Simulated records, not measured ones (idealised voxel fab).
process module | voxel released beams
cross-section cut | 270 nm wide | cells 5 nm
A cross-section is a grid of square cells, given in bands from the top down. A band is one or more rows of cells.
Each band's line starts with the height of the band's top and of its bottom, in nm. Then come its materials from left to right, each with its width in nm. One material with "throughout" fills the band from edge to edge. "air" is empty space.
Height 0 is the level under which the wafer as received is all one material. The lowest band goes on downwards, as in "0 down".
A width such as "30 to 40" changes by the same amount from each row of cells to the next, from the band's top row to its bottom row.
"no change" after a step means that no cell of the cross-section changed.
closed voids: empty space of 8 cells or more with no open way to the top, each as width x height at its distance from the left edge, in nm
after a step's settings: what the simulator itself notes on the step
overlay nm, on a step with a mask: how far to the right of its planned place the mask lay; to the left if negative
plan
1 op RECEIVE | material Si
2 op CONFORMAL_DEP | material SiN | thk nm 5
3 op DIRECTIONAL_DEP | material SiO2 | thk nm 10
4 op MASKED_ETCH | tone open | mask id ANCHOR | width nm 35 | etch materials SiO2 | depth nm 10 | overlay nm 0
5 op CONFORMAL_DEP | material polySi | thk nm 10
6 op DIRECTIONAL_DEP | material aC | thk nm 15
7 op PATTERN | tone cover | mask id BEAM | material resist | width nm 100 | thk nm 30 | overlay nm 0
8 op DIRECTIONAL_ETCH | etch materials aC | depth nm 15
9 op STRIP | etch materials resist
10 op DIRECTIONAL_ETCH | etch materials polySi | depth nm 10
11 op STRIP | etch materials aC
12 op STRIP | etch materials SiO2
first wafer, as planned
as received, after step 1
  0 down: Si throughout
  closed voids: none
after step 2
  5 to 0: SiN throughout
  below 0: unchanged
after step 3
  15 to 5: SiO2 throughout
  below 5: unchanged
after step 4
  15 to 5: SiO2 85 | air 35 | SiO2 150
  below 5: unchanged
after step 5
  25 to 15: polySi 95 | air 15 | polySi 160
  15 to 5: SiO2 85 | polySi 35 | SiO2 150
  below 5: unchanged
after step 6
  40 to 30: aC 95 | air 15 | aC 160
  30 to 25: aC throughout
  25 to 15: polySi 95 | aC 15 | polySi 160
  below 15: unchanged
after step 7
  70 to 40: air 80 | resist 100 | air 90
  40 to 30: aC 95 | resist 15 | aC 160
  below 30: unchanged
after step 8
  55 to 40: air 80 | resist 100 | air 90
  40 to 30: air 80 | aC 15 | resist 15 | aC 70 | air 90
  30 to 25: air 80 | aC 100 | air 90
  below 25: unchanged
after step 9
  40 to 30: air 80 | aC 15 | air 15 | aC 70 | air 90
  below 30: unchanged
after step 10
  40 to 30: air 80 | aC 15 | air 15 | aC 70 | air 90
  30 to 25: air 80 | aC 100 | air 90
  25 to 15: air 80 | polySi 15 | aC 15 | polySi 70 | air 90
  below 15: unchanged
after step 11
  25 to 15: air 80 | polySi 15 | air 15 | polySi 70 | air 90
  below 15: unchanged
after step 12
  25 to 15: air 80 | polySi 15 | air 15 | polySi 70 | air 90
  15 to 5: air 85 | polySi 35 | air 150
  below 5: unchanged
second wafer: like start, like plan, one mistake. Through step 8 it matches the first wafer
when step 9 should have ended
  40 to 30: air 80 | aC 15 | air 15 | aC 70 | air 90
  below 30: unchanged
when step 10 should have ended
  40 to 30: air 80 | aC 15 | air 15 | aC 70 | air 90
  30 to 25: air 80 | aC 100 | air 90
  25 to 15: air 80 | polySi 15 | aC 15 | polySi 70 | air 90
  below 15: unchanged
when step 11 should have ended
  25 to 15: air 80 | polySi 15 | air 15 | polySi 70 | air 90
  below 15: unchanged
when step 12 should have ended
  25 to 15: air 80 | polySi 15 | air 15 | polySi 70 | air 90
  15 to 5: air 85 | polySi 35 | air 150
  below 5: unchanged
what went wrong: step 9 was run twice
at the end the two cross-sections are the same: no effect in what this model computes
